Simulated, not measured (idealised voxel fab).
Process module name: voxel self aligned vias
This is section cut - it's 205 nm across, gridded in 5 nm square cells.
Cross-section format: a grid of square cells, given as bands from top to bottom; each band is one or more rows of cells. For a band, the entry starts with two heights in nm, that of the top and then that of the bottom, and carries on with the band's materials in order from left to right, each alongside its width in nm; the word "edge to edge" beside a single material means it fills the band edge to edge, and "air" means empty space. Ref level 0: as-received wafer is one material below here. Bottom band extends down with no lower bound ("from 0 down"). So if you see something like "30 to 40" for the width, read it as the top row of the band sitting at the first number and the bottom row at the second, with every row in between moving by the same amount as the last. Basically "no alteration" means that step didn't change any cell in the cross-section. Reported under the label "Fully sealed voids" are the empty spaces having no open way to the top and comprising 8 cells or more; the notation for each is width x height at distance, in which the distance is measured from the left edge and all three values are in nm. Anything after a step's settings on that line? It's the simulator's own note about the step. "overlay nm" on a masked step: distance the mask lay right of its planned place, negative for left.
**These are the steps we planned for the process**
1,RECEIVE | material Si
2,CONFORMAL_DEP | material SiO2 | thk nm 10
3,CONFORMAL_DEP | material SiCN | thk nm 5
4,DIRECTIONAL_DEP | material lowk | thk nm 30
5,DIRECTIONAL_DEP | material aC | thk nm 10
6,PATTERN | tone open | mask id LINES | material resist | width nm 25 | pitch nm 60 | thk nm 25 | overlay nm 0
7,DIRECTIONAL_ETCH | etch materials aC | depth nm 10
8,STRIP | etch materials resist
9,DIRECTIONAL_ETCH | etch materials lowk | depth nm 30
10,STRIP | etch materials aC
11,CONFORMAL_DEP | material TiN | thk nm 5
12,FILL_DEP | material W | thk nm 5
13,CMP | height nm 45
14,SELECTIVE_ETCH | etch materials W Ru TiN | depth nm 10
15,FILL_DEP | material SiN | thk nm 10
16,CMP | height nm 45
17,DIRECTIONAL_DEP | material lowk | thk nm 15
18,PATTERN | tone open | mask id VIAS | material resist | width nm 45 | pitch nm 60 | thk nm 15 | overlay nm 0
19,DIRECTIONAL_ETCH | etch materials lowk | depth nm 5
20,DIRECTIONAL_ETCH | etch materials SiN | depth nm 10
21,STRIP | etch materials resist
22,CONFORMAL_DEP | material TiN | thk nm 5
23,FILL_DEP | material Ru | thk nm 10
24,CMP | height nm 60
25,CONFORMAL_DEP | material SiN | thk nm 5
Every wafer here starts from the same state; it is the step 19 depth nm that distinguishes them, and the value the plan gives belongs to the first wafer.
**Step 1 complete: as-received cross-section of the first of several wafers**
    from 0 down = Si edge to edge
    Fully sealed voids: none
**So in this table every wafer gets its own row, and what you see is where it stands at the end of the module: for each material, how many cells it picked up (+) or gave up (-) since we received it, and after that its closed voids**
depth nm 5 | +41 SiCN | +61 SiN | +82 SiO2 | +40 TiN | +18 W | +291 lowk | Fully sealed voids: none
depth nm 10 | +14 Ru | +41 SiCN | +61 SiN | +82 SiO2 | +44 TiN | +18 W | +273 lowk | Fully sealed voids: none
depth nm 15 | +40 Ru | +41 SiCN | +41 SiN | +82 SiO2 | +56 TiN | +18 W | +255 lowk | Fully sealed voids: none
depth nm 20 | +48 Ru | +41 SiCN | +41 SiN | +82 SiO2 | +56 TiN | +18 W | +247 lowk | Fully sealed voids: none
depth nm 25 | +56 Ru | +41 SiCN | +41 SiN | +82 SiO2 | +56 TiN | +18 W | +239 lowk | Fully sealed voids: none
depth nm 30 | +56 Ru | +41 SiCN | +41 SiN | +82 SiO2 | +64 TiN | +18 W | +231 lowk | Fully sealed voids: none
